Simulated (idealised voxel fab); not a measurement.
You're looking at the process module voxel self aligned contacts.
Square cell edge 5 nm, section width 225 nm, ID cut.
Cross-section spec: square-cell grid; bands listed top down; each band is one or more rows. Band: top height; bottom height; in nm. Then, left to right: material with width in nm, for each material. "edge to edge": a single material spanning edge to edge. "empty": empty space. We count height from 0. Below that, the starting wafer is all one material. The lowest band never ends at the bottom but goes on down; see "0 -> down" for how that is written. Graded width ("30 to 40"): value in top row of band = first number; value in bottom row = second number; row-to-row change constant. It should be understood that the words "nothing was modified", when stated for a given step, signify that the cross-section underwent no change in any of its cells during that step. In the "Trapped voids" entry, you get each enclosed empty space of 8 cells or more, one with no open way to the top, written width x height at distance, distance from the left edge, in nm. Anything after a step's settings on that line? It's the simulator's own note about the step. "overlay nm" denotes, for a step that has a mask, the displacement of the mask to the right of its planned place, with negative values corresponding to the left.

# The planned process steps are enumerated hereunder
1. RECEIVE | material Si
2. OXIDIZE | depth nm 5
3. DIRECTIONAL_DEP | material polySi | thk nm 30
4. DIRECTIONAL_DEP | material SiN | thk nm 15
5. MASKED_ETCH | tone cover | mask id GATE | width nm 30 | pitch nm 55 | etch materials SiN | depth nm 15 | overlay nm 0
6. MASKED_ETCH | tone cover | mask id GATE | width nm 30 | pitch nm 55 | etch materials polySi | depth nm 30 | overlay nm 0
7. CONFORMAL_DEP | material SiN | thk nm 5
8. DIRECTIONAL_ETCH | etch materials SiN | depth nm 5
9. FILL_DEP | material SiO2 | thk nm 20
10. CMP | height nm 55
11. MASKED_ETCH | tone open | mask id CONTACT | width nm 35 | pitch nm 55 | etch materials SiO2 | depth nm 60 | overlay nm 0
12. CONFORMAL_DEP | material TiN | thk nm 5
13. FILL_DEP | material W | thk nm 10
14. CMP | height nm 55
15. CONFORMAL_DEP | material SiN | thk nm 5

# Shown in cross-section is the wafer as received, that is, as it stands after step 1
    0 -> down  Si edge to edge
    Trapped voids: none

# Post-module cross-section of the first of two wafers (run per plan)
    60 -> 55  SiN edge to edge
    55 -> 45  SiO2: 65 | TiN: 5 to 15 | W: 25 to 5 | TiN: 5 to 15 | SiO2: 20 | TiN: 5 to 15 | W: 25 to 5 | TiN: 5 to 15 | SiO2: 70
    45 -> 30  SiO2: 35 | SiN: 40 | TiN: 5 | W: 5 | TiN: 5 | SiN: 40 | TiN: 5 | W: 5 | TiN: 5 | SiN: 40 | SiO2: 40
    30 -> 0  SiO2: 35 | SiN: 5 | polySi: 30 | SiN: 5 | TiN: 5 | W: 5 | TiN: 5 | SiN: 5 | polySi: 30 | SiN: 5 | TiN: 5 | W: 5 | TiN: 5 | SiN: 5 | polySi: 30 | SiN: 5 | SiO2: 40
    0 -> -5  SiO2: 75 | TiN: 15 | SiO2: 40 | TiN: 15 | SiO2: 80
    -5 -> down  Si edge to edge
    Trapped voids: none

# This cross-section belongs to the second wafer of two at the end of the module; the start and the plan were shared with the first, and the run included one mistake
    60 -> 55  SiN edge to edge
    55 -> 50  SiO2: 35 | SiN: 40 | TiN: 5 | W: 5 | TiN: 5 | SiN: 40 | TiN: 5 | W: 5 | TiN: 5 | SiN: 40 | SiO2: 40
    50 -> 45  SiO2: 35 | SiN: 40 | TiN: 15 | SiN: 40 | TiN: 15 | SiN: 40 | SiO2: 40
    45 -> 30  SiN edge to edge
    30 -> 0  polySi edge to edge
    0 -> -5  SiO2 edge to edge
    -5 -> down  Si edge to edge
    Trapped voids: none
In executing the process, a mistake was made relative to the plan: yeah, plan step 4 got run twice
The final cell counts differ between the wafers, with the second having more or fewer of some materials than the first: SiN: 75 more | SiO2: 161 fewer | TiN: 48 fewer | W: 28 fewer | polySi: 162 more
